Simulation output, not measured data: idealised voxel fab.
process module | voxel gate over fins
cross-section cut | 245 nm wide | cells 5 nm
A cross-section is a grid of square cells, given in bands from the top down. A band is one or more rows of cells.
Each band's line starts with the height of the band's top and of its bottom, in nm. Then come its materials from left to right, each with its width in nm. One material with "throughout" fills the band from edge to edge. "air" is empty space.
Height 0 is the level under which the wafer as received is all one material. The lowest band goes on downwards, as in "0 down".
A width such as "30 to 40" changes by the same amount from each row of cells to the next, from the band's top row to its bottom row.
"no change" after a step means that no cell of the cross-section changed.
closed voids: empty space of 8 cells or more with no open way to the top, each as width x height at its distance from the left edge, in nm
after a step's settings: what the simulator itself notes on the step
overlay nm, on a step with a mask: how far to the right of its planned place the mask lay; to the left if negative
plan
1 op RECEIVE | material Si
2 op CONFORMAL_DEP | material SiN | thk nm 10
3 op DIRECTIONAL_DEP | material aC | thk nm 10
4 op PATTERN | tone cover | mask id FINS | material resist | width nm 15 | pitch nm 45 | thk nm 30 | overlay nm 0
5 op DIRECTIONAL_ETCH | etch materials aC | depth nm 10
6 op STRIP | etch materials resist
7 op DIRECTIONAL_ETCH | etch materials SiN | depth nm 10
8 op DIRECTIONAL_ETCH | etch materials Si | depth nm 30
9 op STRIP | etch materials aC
10 op FILL_DEP | material SiO2 | thk nm 10
11 op CMP | height nm 10
12 op SELECTIVE_ETCH | etch materials SiO2 | depth nm 20
13 op STRIP | etch materials SiN
14 op CONFORMAL_DEP | material HfO2 | thk nm 5
15 op CONFORMAL_DEP | material TiN | thk nm 5
16 op FILL_DEP | material W | thk nm 10
17 op CMP | height nm 15
18 op CONFORMAL_DEP | material SiCN | thk nm 5
varied across the wafers: width nm of step 4. The plan shows the first wafer's value. All wafers start alike
first wafer as received, after step 1
  0 down: Si throughout
  closed voids: none
each wafer at the end: cells of each material gained (+) or lost (-) since it was received, then its closed voids
width nm 15 | +57 HfO2 | -258 Si | +49 SiCN | +172 SiO2 | +57 TiN | +119 W | closed voids: none
width nm 20 | +57 HfO2 | -246 Si | +49 SiCN | +164 SiO2 | +57 TiN | +115 W | closed voids: none
width nm 25 | +57 HfO2 | -234 Si | +49 SiCN | +156 SiO2 | +57 TiN | +111 W | closed voids: none
width nm 30 | +57 HfO2 | -222 Si | +49 SiCN | +148 SiO2 | +55 TiN | +109 W | closed voids: none
